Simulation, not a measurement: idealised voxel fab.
Module name: voxel ribs on slabs (process module)
In the cross-section labelled cut, the width is 235 nm and each square cell is 5 nm.
A cross-section is written here as square cells arranged in a grid, and it is given in bands from the top down, each band taking up one or more rows of cells.
Band: top height; bottom height; in nm. Then, left to right: material with width in nm, for each material. "all across": a single material spanning edge to edge. "blank": empty space.
Heights are expressed relative to 0, this being the level below which the as-received wafer comprises one material exclusively. The lowest band is unbounded in the downward direction and is denoted as in "0 nm and below".
The expression "30->40" gives the width at the extremes of the band, the first number at its top row of cells and the second at its bottom row, with the width changing by equal amounts from each row to the next in between.
A step reported as "no change occurred" is a step in which no cell of the cross-section changed.
"Entrapped voids": sealed empty spaces, 8 cells or more, no open way to top, listed width x height at distance, with distance from the left edge and width, height and distance in nm.
Step line, after settings: the simulator's comment on this step.
overlay nm: for a step with a mask, the amount by which the mask lay right of where it was planned; a negative amount means left of it.
## Process steps (planned)
| 1 | op RECEIVE | material Si |
| 2 | op DIRECTIONAL_DEP | material SiO2 | thk nm 25 |
| 3 | op DIRECTIONAL_DEP | material polySi | thk nm 25 |
| 4 | op DIRECTIONAL_DEP | material aC | thk nm 15 |
| 5 | op PATTERN | tone cover | mask id RIB | material resist | width nm 30 | thk nm 35 | overlay nm 0 |
| 6 | op DIRECTIONAL_ETCH | etch materials aC | depth nm 15 |
| 7 | op STRIP | etch materials resist |
| 8 | op DIRECTIONAL_ETCH | etch materials polySi | depth nm 5 |
| 9 | op STRIP | etch materials aC |
| 10 | op PATTERN | tone cover | mask id SLAB | material resist | width nm 90 | thk nm 20 | overlay nm 0 |
| 11 | op DIRECTIONAL_ETCH | etch materials polySi | depth nm 20 |
| 12 | op STRIP | etch materials resist |
| 13 | op FILL_DEP | material SiO2 | thk nm 30 |
| 14 | op CMP | height nm 70 |
| 15 | op DIRECTIONAL_DEP | material W | thk nm 10 |
| 16 | op DIRECTIONAL_DEP | material aC | thk nm 10 |
| 17 | op PATTERN | tone cover | mask id HEATER | material resist | width nm 40 | thk nm 25 | overlay nm 0 |
| 18 | op DIRECTIONAL_ETCH | etch materials aC | depth nm 10 |
| 19 | op STRIP | etch materials resist |
| 20 | op DIRECTIONAL_ETCH | etch materials W | depth nm 10 |
| 21 | op STRIP | etch materials aC |
| 22 | op CONFORMAL_DEP | material SiO2 | thk nm 5 |
## As received (post step 1): cross-section
* 0 nm and below: Si all across
* Entrapped voids: none
## Run as planned - first of the two wafers cross-sectioned at the end of the module
* 85 nm to 80 nm: 90 nm blank  50 nm SiO2  95 nm blank
* 80 nm to 75 nm: 90 nm blank  5 nm SiO2  40 nm W  5 nm SiO2  95 nm blank
* 75 nm to 70 nm: 95 nm SiO2  40 nm W  100 nm SiO2
* 70 nm to 50 nm: SiO2 all across
* 50 nm to 45 nm: 100 nm SiO2  30 nm polySi  105 nm SiO2
* 45 nm to 25 nm: 70 nm SiO2  90 nm polySi  75 nm SiO2
* 25 nm to 0 nm: SiO2 all across
* 0 nm and below: Si all across
* Entrapped voids: none
## Here is the second of the two wafers cut open at the end of the module - same start, same plan as the first one, but we made one mistake running it
* 85 nm to 80 nm: 90 nm blank  50 nm SiO2  95 nm blank
* 80 nm to 75 nm: 90 nm blank  5 nm SiO2  40 nm W  5 nm SiO2  95 nm blank
* 75 nm to 70 nm: 95 nm SiO2  40 nm W  100 nm SiO2
* 70 nm to 50 nm: SiO2 all across
* 50 nm to 45 nm: 100 nm SiO2  30 nm polySi  105 nm SiO2
* 45 nm to 25 nm: 60 nm SiO2  90 nm polySi  85 nm SiO2
* 25 nm to 0 nm: SiO2 all across
* 0 nm and below: Si all across
* Entrapped voids: none
What was the processing mistake? step 10: run off-plan, actual operation and settings op PATTERN | tone cover | mask id SLAB | material resist | width nm 90 | thk nm 20 | overlay nm -10
In the final comparison it is observed that the number of cells assigned to each material is identical for the two wafers, whereas their placement is not.
